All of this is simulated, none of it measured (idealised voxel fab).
A process module follows: voxel self aligned contacts.
Square cells of 5 nm make up the cross-section cut, whose width is 170 nm.
Reading order for cross-sections: top band down to bottom band. Underlying form: a grid of square cells. Band size: one or more rows of cells.
Heads up on the band format: heights come first, top then bottom, in nm. After that it's the materials left to right, each with its width in nm. A single material flagged "edge to edge" fills the whole band edge to edge, and "empty" means there's empty space there.
Convention: height 0 is the level below which the wafer, as received, is all one material. The lowest band does not terminate at the bottom but continues downward, represented as "0..down".
A two-number width, for instance "30..40", indicates that the width is equal to the first number in the top row of the band and to the second number in the bottom row, and that it changes by a constant amount per row of cells.
"same as before" -> step changed no cross-section cell.
In "Trapped voids" the enclosed voids are listed, meaning empty spaces of 8 cells or larger without any opening to the top. The form is width x height at distance, distance from the left edge, units nm.
On a step's line, text after the settings is the simulator commenting on that step.
"overlay nm" on a masked step: distance the mask lay right of its planned place, negative for left.

-- Planned process steps
1. RECEIVE (material Si)
2. OXIDIZE (depth nm 5)
3. DIRECTIONAL_DEP (material polySi; thk nm 20)
4. DIRECTIONAL_DEP (material SiN; thk nm 25)
5. DIRECTIONAL_DEP (material aC; thk nm 15)
6. PATTERN (tone cover; mask id GATE; material resist; width nm 35; pitch nm 70; thk nm 30; overlay nm 0)
7. DIRECTIONAL_ETCH (etch materials aC; depth nm 15)
8. STRIP (etch materials resist)
9. DIRECTIONAL_ETCH (etch materials SiN; depth nm 25)
10. DIRECTIONAL_ETCH (etch materials polySi; depth nm 20)
11. STRIP (etch materials aC)
12. CONFORMAL_DEP (material SiN; thk nm 10)
13. DIRECTIONAL_ETCH (etch materials SiN; depth nm 10)
14. FILL_DEP (material SiO2; thk nm 15)
15. CMP (height nm 50)
16. PATTERN (tone open; mask id CONTACT; material resist; width nm 55; thk nm 20; overlay nm 0)
17. DIRECTIONAL_ETCH (etch materials SiO2; depth nm 55)
18. STRIP (etch materials resist)
19. CONFORMAL_DEP (material TiN; thk nm 5)
20. FILL_DEP (material Ru; thk nm 5)
21. CMP (height nm 50)
22. CONFORMAL_DEP (material SiCN; thk nm 5)

-- As-received state of the wafer in cross-section, equivalent to post-step 1
> 0..down = Si edge to edge
> Trapped voids: none

-- a wafer at the end: this start, this plan, one mistake
> 55..50 = SiCN edge to edge
> 50..45 = SiO2 60 | TiN 20 | Ru 5 | TiN 30 | SiO2 55
> 45..20 = SiO2 20 | SiN 55 | TiN 5 | Ru 5 | TiN 5 | SiN 55 | SiO2 25
> 20..0 = SiO2 20 | SiN 10 | polySi 35 | SiN 10 | TiN 5 | Ru 5 | TiN 5 | SiN 10 | polySi 35 | SiN 10 | SiO2 25
> 0..-5 = SiO2 75 | TiN 15 | SiO2 80
> -5..down = Si edge to edge
> Trapped voids: none
Want to know what went wrong? step 16 was not run as planned; what actually ran was PATTERN (tone open; mask id CONTACT; material resist; width nm 55; thk nm 20; overlay nm 5)
